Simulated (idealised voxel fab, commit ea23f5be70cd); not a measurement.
The document below concerns the process module designated voxel self aligned contacts.
The width of the displayed cross-section, cut, is 220 nm; its cells are square, with a size of 5 nm.
Format of a cross-section: grid, square cells. Given as bands. Order: top down. Band: one or more rows of cells. What a band's entry tells you: where the top is and where the bottom is, as heights in nm, and after that what lies inside, material by material from left to right, each with its width in nm. Empty space is written as the word "blank", and a single material marked with the word "all across" occupies the band from edge to edge. Height is counted from the level 0, under which the received wafer is composed throughout of one material. The lowest of the bands is not closed at the bottom but continues downward, in the notation "0 down". A width given as "30 to 40" starts at the first number in the band's top row and ends at the second number in its bottom row, shifting by an equal amount at every step from row to row. Given "nothing got changed" for a step, no cell of the cross-section differs between before and after that step. "Closed void register" lists enclosed empty spaces (at least 8 cells, no open path upward to the top), each as width x height at distance from the left edge, in nm. Read whatever lies past the settings on a step's line as the simulator's own remark about the step. Each step line may optionally specify "overlay nm", which for a step with a mask gives the rightward distance between the mask's planned place and where it lay, a negative value indicating the leftward direction.

-- Set out below are the planned steps of the process
| 1 | op RECEIVE | material Si |
| 2 | op OXIDIZE | depth nm 5 |
| 3 | op DIRECTIONAL_DEP | material polySi | thk nm 30 |
| 4 | op DIRECTIONAL_DEP | material SiN | thk nm 25 |
| 5 | op PATTERN | tone cover | mask id GATE | material resist | width nm 30 | pitch nm 70 | thk nm 15 | overlay nm 0 |
| 6 | op DIRECTIONAL_ETCH | etch materials SiN | depth nm 25 |
| 7 | op DIRECTIONAL_ETCH | etch materials polySi | depth nm 30 |
| 8 | op STRIP | etch materials resist |
| 9 | op CONFORMAL_DEP | material SiN | thk nm 10 |
| 10 | op DIRECTIONAL_ETCH | etch materials SiN | depth nm 10 |
| 11 | op FILL_DEP | material SiO2 | thk nm 15 |
| 12 | op CMP | height nm 60 |
| 13 | op PATTERN | tone open | mask id CONTACT | material resist | width nm 50 | pitch nm 70 | thk nm 15 | overlay nm 0 |
| 14 | op DIRECTIONAL_ETCH | etch materials SiO2 | depth nm 65 |
| 15 | op STRIP | etch materials resist |
| 16 | op CONFORMAL_DEP | material TiN | thk nm 5 |
| 17 | op FILL_DEP | material W | thk nm 10 |
| 18 | op CMP | height nm 60 |
| 19 | op CONFORMAL_DEP | material SiN | thk nm 5 |

-- The first of the two wafers, which ran as planned

-- Cross-section of the wafer at receipt, which is the condition after step 1
	0 down | Si all across
	Closed void register: none

-- The following cross-section depicts the wafer upon completion of step 2
	0 to -5 | SiO2 all across
	Under the height -5 nothing was changed.

-- The following cross-section depicts the wafer upon completion of step 3
	30 to 0 | polySi all across
	Under the height 0 nothing was changed.

-- The following cross-section depicts the wafer upon completion of step 4
	55 to 30 | SiN all across
	Under the height 30 nothing was changed.

-- The following cross-section depicts the wafer upon completion of step 5
	70 to 55 | blank: 25  resist: 30  blank: 40  resist: 30  blank: 40  resist: 30  blank: 25
	Under the height 55 nothing was changed.

-- The following cross-section depicts the wafer upon completion of step 6
	70 to 55 | blank: 25  resist: 30  blank: 40  resist: 30  blank: 40  resist: 30  blank: 25
	55 to 30 | blank: 25  SiN: 30  blank: 40  SiN: 30  blank: 40  SiN: 30  blank: 25
	Under the height 30 nothing was changed.

-- The following cross-section depicts the wafer upon completion of step 7
	70 to 55 | blank: 25  resist: 30  blank: 40  resist: 30  blank: 40  resist: 30  blank: 25
	55 to 30 | blank: 25  SiN: 30  blank: 40  SiN: 30  blank: 40  SiN: 30  blank: 25
	30 to 0 | blank: 25  polySi: 30  blank: 40  polySi: 30  blank: 40  polySi: 30  blank: 25
	Under the height 0 nothing was changed.

-- The following cross-section depicts the wafer upon completion of step 8
	55 to 30 | blank: 25  SiN: 30  blank: 40  SiN: 30  blank: 40  SiN: 30  blank: 25
	Under the height 30 nothing was changed.

-- The following cross-section depicts the wafer upon completion of step 9
	65 to 30 | blank: 15  SiN: 50  blank: 20  SiN: 50  blank: 20  SiN: 50  blank: 15
	30 to 10 | blank: 15  SiN: 10  polySi: 30  SiN: 10  blank: 20  SiN: 10  polySi: 30  SiN: 10  blank: 20  SiN: 10  polySi: 30  SiN: 10  blank: 15
	10 to 0 | SiN: 25  polySi: 30  SiN: 40  polySi: 30  SiN: 40  polySi: 30  SiN: 25
	Under the height 0 nothing was changed.

-- The following cross-section depicts the wafer upon completion of step 10
	55 to 30 | blank: 15  SiN: 50  blank: 20  SiN: 50  blank: 20  SiN: 50  blank: 15
	30 to 0 | blank: 15  SiN: 10  polySi: 30  SiN: 10  blank: 20  SiN: 10  polySi: 30  SiN: 10  blank: 20  SiN: 10  polySi: 30  SiN: 10  blank: 15
	Under the height 0 nothing was changed.

-- The following cross-section depicts the wafer upon completion of step 11
	70 to 55 | SiO2 all across
	55 to 30 | SiO2: 15  SiN: 50  SiO2: 20  SiN: 50  SiO2: 20  SiN: 50  SiO2: 15
	30 to 0 | SiO2: 15  SiN: 10  polySi: 30  SiN: 10  SiO2: 20  SiN: 10  polySi: 30  SiN: 10  SiO2: 20  SiN: 10  polySi: 30  SiN: 10  SiO2: 15
	Under the height 0 nothing was changed.

-- The following cross-section depicts the wafer upon completion of step 12
	60 to 55 | SiO2 all across
	Under the height 55 nothing was changed.

-- The following cross-section depicts the wafer upon completion of step 13
	75 to 60 | resist: 50  blank: 50  resist: 20  blank: 50  resist: 50
	Under the height 60 nothing was changed.

-- The following cross-section depicts the wafer upon completion of step 14
	75 to 60 | resist: 50  blank: 50  resist: 20  blank: 50  resist: 50
	60 to 55 | SiO2: 50  blank: 50  SiO2: 20  blank: 50  SiO2: 50
	55 to 30 | SiO2: 15  SiN: 50  blank: 20  SiN: 50  blank: 20  SiN: 50  SiO2: 15
	30 to 0 | SiO2: 15  SiN: 10  polySi: 30  SiN: 10  blank: 20  SiN: 10  polySi: 30  SiN: 10  blank: 20  SiN: 10  polySi: 30  SiN: 10  SiO2: 15
	0 to -5 | SiO2: 65  blank: 20  SiO2: 50  blank: 20  SiO2: 65
	Under the height -5 nothing was changed.

-- The following cross-section depicts the wafer upon completion of step 15
	60 to 55 | SiO2: 50  blank: 50  SiO2: 20  blank: 50  SiO2: 50
	Under the height 55 nothing was changed.

-- The following cross-section depicts the wafer upon completion of step 16
	65 to 60 | TiN: 55  blank: 40  TiN: 30  blank: 40  TiN: 55
	60 to 55 | SiO2: 50  TiN: 20  blank: 10  TiN: 20  SiO2: 20  TiN: 20  blank: 10  TiN: 20  SiO2: 50
	55 to 30 | SiO2: 15  SiN: 50  TiN: 5  blank: 10  TiN: 5  SiN: 50  TiN: 5  blank: 10  TiN: 5  SiN: 50  SiO2: 15
	30 to 0 | SiO2: 15  SiN: 10  polySi: 30  SiN: 10  TiN: 5  blank: 10  TiN: 5  SiN: 10  polySi: 30  SiN: 10  TiN: 5  blank: 10  TiN: 5  SiN: 10  polySi: 30  SiN: 10  SiO2: 15
	0 to -5 | SiO2: 65  TiN: 20  SiO2: 50  TiN: 20  SiO2: 65
	Under the height -5 nothing was changed.

-- The following cross-section depicts the wafer upon completion of step 17
	75 to 65 | W all across
	65 to 60 | TiN: 55  W: 40  TiN: 30  W: 40  TiN: 55
	60 to 55 | SiO2: 50  TiN: 20  W: 10  TiN: 20  SiO2: 20  TiN: 20  W: 10  TiN: 20  SiO2: 50
	55 to 30 | SiO2: 15  SiN: 50  TiN: 5  W: 10  TiN: 5  SiN: 50  TiN: 5  W: 10  TiN: 5  SiN: 50  SiO2: 15
	30 to 0 | SiO2: 15  SiN: 10  polySi: 30  SiN: 10  TiN: 5  W: 10  TiN: 5  SiN: 10  polySi: 30  SiN: 10  TiN: 5  W: 10  TiN: 5  SiN: 10  polySi: 30  SiN: 10  SiO2: 15
	Under the height 0 nothing was changed.

-- The following cross-section depicts the wafer upon completion of step 18
	60 to 55 | SiO2: 50  TiN: 20  W: 10  TiN: 20  SiO2: 20  TiN: 20  W: 10  TiN: 20  SiO2: 50
	Under the height 55 nothing was changed.

-- The following cross-section depicts the wafer upon completion of step 19
	65 to 60 | SiN all across
	Under the height 60 nothing was changed.

-- Second Wafer (Identical Start and Plan, One Processing Error; Matches First Wafer Through Step 8)

-- Planned end of step 9: second wafer, cross-section
	45 to 30 | blank: 25  SiN: 30  blank: 40  SiN: 30  blank: 40  SiN: 30  blank: 25
	Under the height 30 nothing was changed.

-- Planned end of step 10: second wafer, cross-section
	55 to 30 | blank: 15  SiN: 50  blank: 20  SiN: 50  blank: 20  SiN: 50  blank: 15
	30 to 10 | blank: 15  SiN: 10  polySi: 30  SiN: 10  blank: 20  SiN: 10  polySi: 30  SiN: 10  blank: 20  SiN: 10  polySi: 30  SiN: 10  blank: 15
	10 to 0 | SiN: 25  polySi: 30  SiN: 40  polySi: 30  SiN: 40  polySi: 30  SiN: 25
	Under the height 0 nothing was changed.

-- Planned end of step 11: second wafer, cross-section
	70 to 55 | SiO2 all across
	55 to 30 | SiO2: 15  SiN: 50  SiO2: 20  SiN: 50  SiO2: 20  SiN: 50  SiO2: 15
	30 to 10 | SiO2: 15  SiN: 10  polySi: 30  SiN: 10  SiO2: 20  SiN: 10  polySi: 30  SiN: 10  SiO2: 20  SiN: 10  polySi: 30  SiN: 10  SiO2: 15
	Under the height 10 nothing was changed.

-- Planned end of step 12: second wafer, cross-section
	60 to 55 | SiO2 all across
	Under the height 55 nothing was changed.

-- Planned end of step 13: second wafer, cross-section
	75 to 60 | resist: 50  blank: 50  resist: 20  blank: 50  resist: 50
	Under the height 60 nothing was changed.

-- Planned end of step 14: second wafer, cross-section
	75 to 60 | resist: 50  blank: 50  resist: 20  blank: 50  resist: 50
	60 to 55 | SiO2: 50  blank: 50  SiO2: 20  blank: 50  SiO2: 50
	55 to 30 | SiO2: 15  SiN: 50  blank: 20  SiN: 50  blank: 20  SiN: 50  SiO2: 15
	30 to 10 | SiO2: 15  SiN: 10  polySi: 30  SiN: 10  blank: 20  SiN: 10  polySi: 30  SiN: 10  blank: 20  SiN: 10  polySi: 30  SiN: 10  SiO2: 15
	Under the height 10 nothing was changed.

-- Planned end of step 15: second wafer, cross-section
	60 to 55 | SiO2: 50  blank: 50  SiO2: 20  blank: 50  SiO2: 50
	Under the height 55 nothing was changed.

-- Planned end of step 16: second wafer, cross-section
	65 to 60 | TiN: 55  blank: 40  TiN: 30  blank: 40  TiN: 55
	60 to 55 | SiO2: 50  TiN: 20  blank: 10  TiN: 20  SiO2: 20  TiN: 20  blank: 10  TiN: 20  SiO2: 50
	55 to 30 | SiO2: 15  SiN: 50  TiN: 5  blank: 10  TiN: 5  SiN: 50  TiN: 5  blank: 10  TiN: 5  SiN: 50  SiO2: 15
	30 to 15 | SiO2: 15  SiN: 10  polySi: 30  SiN: 10  TiN: 5  blank: 10  TiN: 5  SiN: 10  polySi: 30  SiN: 10  TiN: 5  blank: 10  TiN: 5  SiN: 10  polySi: 30  SiN: 10  SiO2: 15
	15 to 10 | SiO2: 15  SiN: 10  polySi: 30  SiN: 10  TiN: 20  SiN: 10  polySi: 30  SiN: 10  TiN: 20  SiN: 10  polySi: 30  SiN: 10  SiO2: 15
	Under the height 10 nothing was changed.

-- Planned end of step 17: second wafer, cross-section
	75 to 65 | W all across
	65 to 60 | TiN: 55  W: 40  TiN: 30  W: 40  TiN: 55
	60 to 55 | SiO2: 50  TiN: 20  W: 10  TiN: 20  SiO2: 20  TiN: 20  W: 10  TiN: 20  SiO2: 50
	55 to 30 | SiO2: 15  SiN: 50  TiN: 5  W: 10  TiN: 5  SiN: 50  TiN: 5  W: 10  TiN: 5  SiN: 50  SiO2: 15
	30 to 15 | SiO2: 15  SiN: 10  polySi: 30  SiN: 10  TiN: 5  W: 10  TiN: 5  SiN: 10  polySi: 30  SiN: 10  TiN: 5  W: 10  TiN: 5  SiN: 10  polySi: 30  SiN: 10  SiO2: 15
	Under the height 15 nothing was changed.

-- Planned end of step 18: second wafer, cross-section
	60 to 55 | SiO2: 50  TiN: 20  W: 10  TiN: 20  SiO2: 20  TiN: 20  W: 10  TiN: 20  SiO2: 50
	Under the height 55 nothing was changed.

-- Planned end of step 19: second wafer, cross-section
	65 to 60 | SiN all across
	Under the height 60 nothing was changed.
Nonconformance to the process plan: transposition of steps 9 and 10 relative to the planned sequence
at the end the second wafer has, in cells: SiN: 28 more; SiO2: 4 fewer; TiN: 12 fewer; W: 12 fewer
